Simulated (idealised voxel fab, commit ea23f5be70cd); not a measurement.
The name of this process module is voxel gate over fins.
For reference, the cross-section in this document is cut, with width 295 nm and square cells of 5 nm.
Cross-sections here: square-cell grids, written as top-down lists of bands, a band being one or more rows of cells.
The entry gives the band's vertical extent as a top height and a bottom height in nm, then its horizontal make-up as materials from left to right, each with a width in nm. "air" stands for empty space; a single material marked "full width" fills the band edge to edge.
Where do heights start? At 0: under that level the wafer as delivered is made of one material only. And the lowest band has no floor; it just carries on downward, as in "0..down".
Note: "30..40" means the width goes from the first number (top row of the band) to the second number (bottom row) in equal steps per row of cells.
Where a step carries "no modification", the cross-section came out of it unchanged, cell for cell.
The list in "Completely sealed voids" covers empty spaces of 8 cells or more that cannot reach the top through any open way, and it gives each as width x height at distance; the distance is from the left edge, and width, height and distance are in nm.
Heads up: the bit after the settings on a step's line is the simulator's remark on that step.
When a step includes a mask, the "overlay nm" setting on its line states how far to the right of its planned place that mask lay, and negative values state how far to the left.
## Steps in the process plan
1 RECEIVE, material Si
2 CONFORMAL_DEP, material SiN, thk nm 10
3 DIRECTIONAL_DEP, material aC, thk nm 15
4 PATTERN, tone cover, mask id FINS, material resist, width nm 15, pitch nm 60, thk nm 30, overlay nm 0
5 DIRECTIONAL_ETCH, etch materials aC, depth nm 15
6 STRIP, etch materials resist
7 DIRECTIONAL_ETCH, etch materials SiN, depth nm 10
8 DIRECTIONAL_ETCH, etch materials Si, depth nm 35
9 STRIP, etch materials aC
10 FILL_DEP, material SiO2, thk nm 15
11 CMP, height nm 10
12 DIRECTIONAL_DEP, material aC, thk nm 15
13 PATTERN, tone open, mask id RAIL, material resist, width nm 15, thk nm 30, overlay nm 0
14 DIRECTIONAL_ETCH, etch materials aC, depth nm 15
15 STRIP, etch materials resist
16 DIRECTIONAL_ETCH, etch materials SiO2, depth nm 40
17 STRIP, etch materials aC
18 CONFORMAL_DEP, material TiN, thk nm 5
19 FILL_DEP, material W, thk nm 10
20 CMP, height nm 10
21 SELECTIVE_ETCH, etch materials W Ru TiN, depth nm 25
22 FILL_DEP, material SiO2, thk nm 5
23 CMP, height nm 10
24 SELECTIVE_ETCH, etch materials SiO2, depth nm 20
25 STRIP, etch materials SiN
26 CONFORMAL_DEP, material HfO2, thk nm 5
27 CONFORMAL_DEP, material TiN, thk nm 5
28 CONFORMAL_DEP, material TiAl, thk nm 5
29 CONFORMAL_DEP, material TiN, thk nm 5
30 FILL_DEP, material W, thk nm 10
31 CMP, height nm 25
32 CONFORMAL_DEP, material SiCN, thk nm 5
## Incoming wafer in cross-section (state: after step 1)
> 0..down: Si full width
> Completely sealed voids: none
## Figure: cross-sectional view of the wafer upon completion of the module, processed from the initial state and according to the plan depicted above, with one error introduced during execution
> 30..25: SiCN full width
> 25..20: W full width
> 20..15: W 95  TiN 55  W 5  TiN 55  W 85
> 15..10: W 95  TiN 5  TiAl 45  TiN 5  W 5  TiN 5  TiAl 45  TiN 5  W 85
> 10..5: TiN 100  TiAl 5  TiN 35  TiAl 5  TiN 15  TiAl 5  TiN 35  TiAl 5  TiN 90
> 5..0: TiAl 105  TiN 5  HfO2 25  TiN 5  TiAl 25  TiN 5  HfO2 25  TiN 5  TiAl 95
> 0..-5: TiN 110  HfO2 5  Si 15  HfO2 5  TiN 35  HfO2 5  Si 15  HfO2 5  TiN 100
> -5..-10: HfO2 115  Si 15  HfO2 45  Si 15  HfO2 105
> -10..-15: SiO2 115  Si 15  SiO2 45  Si 15  SiO2 105
> -15..-25: SiO2 115  Si 15  SiO2 10  TiN 5  W 5  TiN 5  SiO2 20  Si 15  SiO2 105
> -25..-30: SiO2 115  Si 15  SiO2 10  TiN 15  SiO2 20  Si 15  SiO2 105
> -30..-35: SiO2 115  Si 15  SiO2 45  Si 15  SiO2 105
> -35..down: Si full width
> Completely sealed voids: none
In executing the process, a mistake was made relative to the plan: step 4 did not use the planned setting and instead ran as PATTERN, tone cover, mask id FINS, material resist, width nm 15, pitch nm 60, thk nm 30, overlay nm 5
